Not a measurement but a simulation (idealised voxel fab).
You're looking at the process module voxel self aligned vias.
For reference, the cross-section in this document is cut, with width 285 nm and square cells of 5 nm.
In this document a cross-section is written as a grid of square cells. It is given as a series of bands, listed from the top down, and a band is one or more rows of cells.
For a band, the entry starts with two heights in nm, that of the top and then that of the bottom, and carries on with the band's materials in order from left to right, each alongside its width in nm; the word "throughout" beside a single material means it fills the band edge to edge, and "blank" means empty space.
Where do heights start? At 0: under that level the wafer as delivered is made of one material only. And the lowest band has no floor; it just carries on downward, as in "0 down".
Quick explanation for "30 to 40": the width changes in equal steps down the rows of cells, from the first number in the band's top row to the second number in its bottom row.
"everything unchanged" for a step: no cell of the cross-section changed in that step.
Closed empty spaces (no open way to the top) of 8 cells or more are what "Closed void listing" lists, each as width x height at distance from the left edge, nm for all three.
Step line, after settings: the simulator's comment on this step.
overlay nm: mask offset rightward from planned place, masked step; negative means leftward offset.
**The process steps that were planned are listed below**
1. RECEIVE (material Si)
2. CONFORMAL_DEP (material SiO2; thk nm 10)
3. CONFORMAL_DEP (material SiCN; thk nm 5)
4. DIRECTIONAL_DEP (material SiO2; thk nm 30)
5. PATTERN (tone open; mask id LINES; material resist; width nm 30; pitch nm 60; thk nm 15; overlay nm 0)
6. DIRECTIONAL_ETCH (etch materials SiO2; depth nm 30)
7. STRIP (etch materials resist)
8. CONFORMAL_DEP (material TiN; thk nm 5)
9. FILL_DEP (material W; thk nm 5)
10. CMP (height nm 45)
11. SELECTIVE_ETCH (etch materials W Ru TiN; depth nm 10)
12. FILL_DEP (material SiN; thk nm 5)
13. CMP (height nm 45)
14. DIRECTIONAL_DEP (material SiO2; thk nm 15)
15. MASKED_ETCH (tone open; mask id VIAS; width nm 40; pitch nm 60; etch materials SiO2; depth nm 15; overlay nm 0)
16. MASKED_ETCH (tone open; mask id VIAS; width nm 40; pitch nm 60; etch materials SiN; depth nm 10; overlay nm -15)
17. CONFORMAL_DEP (material TiN; thk nm 5)
18. FILL_DEP (material W; thk nm 10)
19. CMP (height nm 60)
20. CONFORMAL_DEP (material SiCN; thk nm 5)
For this document, wafers share an identical start and vary in the step 16 overlay nm; the plan quotes the first wafer's value.
**Cross-section of the first of several received wafers, showing its state after step 1**
	0 down | Si throughout
	Closed void listing: none
**first wafer at the end, after step 20**
	65 to 60 | SiCN throughout
	60 to 50 | SiO2 90; TiN 5; W 30; TiN 5; SiO2 20; TiN 5; W 30; TiN 5; SiO2 95
	50 to 45 | SiO2 90; TiN 10; W 10; TiN 20; SiO2 20; TiN 10; W 10; TiN 20; SiO2 95
	45 to 40 | SiO2 95; TiN 5; W 10; TiN 5; SiN 10; SiO2 30; TiN 5; W 10; TiN 5; SiN 10; SiO2 100
	40 to 35 | SiO2 95; TiN 20; SiN 10; SiO2 30; TiN 20; SiN 10; SiO2 100
	35 to 20 | SiO2 95; TiN 5; W 20; TiN 5; SiO2 30; TiN 5; W 20; TiN 5; SiO2 100
	20 to 15 | SiO2 95; TiN 30; SiO2 30; TiN 30; SiO2 100
	15 to 10 | SiCN throughout
	10 to 0 | SiO2 throughout
	0 down | Si throughout
	Closed void listing: none
**At the end of the module, the last of several wafers in cross-section**
	65 to 60 | SiCN throughout
	60 to 50 | SiO2 90; TiN 5; W 30; TiN 5; SiO2 20; TiN 5; W 30; TiN 5; SiO2 95
	50 to 45 | SiO2 90; TiN 20; W 10; TiN 10; SiO2 20; TiN 20; W 10; TiN 10; SiO2 95
	45 to 40 | SiO2 95; SiN 10; TiN 5; W 10; TiN 5; SiO2 30; SiN 10; TiN 5; W 10; TiN 5; SiO2 100
	40 to 35 | SiO2 95; SiN 10; TiN 20; SiO2 30; SiN 10; TiN 20; SiO2 100
	35 to 20 | SiO2 95; TiN 5; W 20; TiN 5; SiO2 30; TiN 5; W 20; TiN 5; SiO2 100
	20 to 15 | SiO2 95; TiN 30; SiO2 30; TiN 30; SiO2 100
	15 to 10 | SiCN throughout
	10 to 0 | SiO2 throughout
	0 down | Si throughout
	Closed void listing: none
**What follows is a table in which each wafer occupies a row; for the wafer as it stands at the close of the module, the row states, material by material, how many cells have been gained (+) or lost (-) since receipt, and then gives its closed voids**
overlay nm -15 | +114 SiCN | +8 SiN | +507 SiO2 | +56 TiN | +56 W | Closed void listing: none
overlay nm -10 | +114 SiCN | +4 SiN | +507 SiO2 | +56 TiN | +60 W | Closed void listing: none
overlay nm -5 | +114 SiCN | +507 SiO2 | +56 TiN | +64 W | Closed void listing: none
overlay nm 0 | +114 SiCN | +507 SiO2 | +56 TiN | +64 W | Closed void listing: none
overlay nm 5 | +114 SiCN | +507 SiO2 | +56 TiN | +64 W | Closed void listing: none
overlay nm 10 | +114 SiCN | +4 SiN | +507 SiO2 | +56 TiN | +60 W | Closed void listing: none
overlay nm 15 | +114 SiCN | +8 SiN | +507 SiO2 | +56 TiN | +56 W | Closed void listing: none
